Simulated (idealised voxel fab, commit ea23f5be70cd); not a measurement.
Module name: voxel ribs on slabs (process module)
This is section cut - it's 295 nm across, gridded in 5 nm square cells.
Cross-section layout: square cells on a grid; listed as bands, top to bottom; a band spans one or more cell rows. For a band, the entry starts with two heights in nm, that of the top and then that of the bottom, and carries on with the band's materials in order from left to right, each alongside its width in nm; the word "throughout" beside a single material means it fills the band edge to edge, and "air" means empty space. Beneath 0, the wafer as received is one material, and that level is where height counting begins. The lowest band goes on downward without a bottom; it is written like "0 -> down". It should be noted that a width expressed as "30->40" varies in equal increments from row to row of cells within the band, taking the value of the first number at the top row and that of the second number at the bottom row. You'll sometimes find "no modifications" written for a step, and that's the way of saying that nowhere in the cross-section did a cell change during that step. Entry "Trapped void list". Content: empty spaces with no open connection to the top, size 8 cells or greater. Each: width x height at distance. Distance: from left edge. Unit: nm. Heads up: the bit after the settings on a step's line is the simulator's remark on that step. overlay nm: step with mask; distance mask lay right of planned place; negative value = left of planned place.
**Process steps (planned)**
1,RECEIVE, material Si
2,DIRECTIONAL_DEP, material SiO2, thk nm 30
3,DIRECTIONAL_DEP, material SiN, thk nm 15
4,DIRECTIONAL_DEP, material aC, thk nm 10
5,PATTERN, tone cover, mask id RIB, material resist, width nm 20, thk nm 25, overlay nm 0
6,DIRECTIONAL_ETCH, etch materials aC, depth nm 10
7,STRIP, etch materials resist
8,DIRECTIONAL_ETCH, etch materials SiN, depth nm 5
9,STRIP, etch materials aC
10,PATTERN, tone cover, mask id SLAB, material resist, width nm 70, thk nm 15, overlay nm 0
11,DIRECTIONAL_ETCH, etch materials SiN, depth nm 10
12,STRIP, etch materials resist
13,FILL_DEP, material SiO2, thk nm 20
14,CMP, height nm 55
15,DIRECTIONAL_DEP, material TiN, thk nm 5
16,PATTERN, tone cover, mask id HEATER, material resist, width nm 30, thk nm 15, overlay nm 0
17,DIRECTIONAL_ETCH, etch materials TiN, depth nm 5
18,STRIP, etch materials resist
19,CONFORMAL_DEP, material SiN, thk nm 10
**As received (post step 1): cross-section**
- 0 -> down | Si throughout
- Trapped void list: none
**Post-module cross-section of the first of two wafers (run per plan)**
- 70 -> 65 | 120 air | 50 SiN | 125 air
- 65 -> 60 | SiN throughout
- 60 -> 55 | 130 SiN | 30 TiN | 135 SiN
- 55 -> 45 | SiO2 throughout
- 45 -> 40 | 135 SiO2 | 20 SiN | 140 SiO2
- 40 -> 30 | 110 SiO2 | 70 SiN | 115 SiO2
- 30 -> 0 | SiO2 throughout
- 0 -> down | Si throughout
- Trapped void list: none
**Cross-sectional view: second of two wafers, end of module; start and plan identical to the first, one mistake in running**
- 70 -> 65 | 120 air | 50 SiN | 125 air
- 65 -> 60 | SiN throughout
- 60 -> 55 | 130 SiN | 30 TiN | 135 SiN
- 55 -> 45 | SiO2 throughout
- 45 -> 40 | 135 SiO2 | 20 SiN | 140 SiO2
- 40 -> 30 | 100 SiO2 | 70 SiN | 125 SiO2
- 30 -> 0 | SiO2 throughout
- 0 -> down | Si throughout
- Trapped void list: none
Plan not followed: step 10, actual vs plan mismatch, actual run PATTERN, tone cover, mask id SLAB, material resist, width nm 70, thk nm 15, overlay nm -10
When the process is done, the second wafer contains the same cell count of every material as the first wafer, but distributed over other locations.
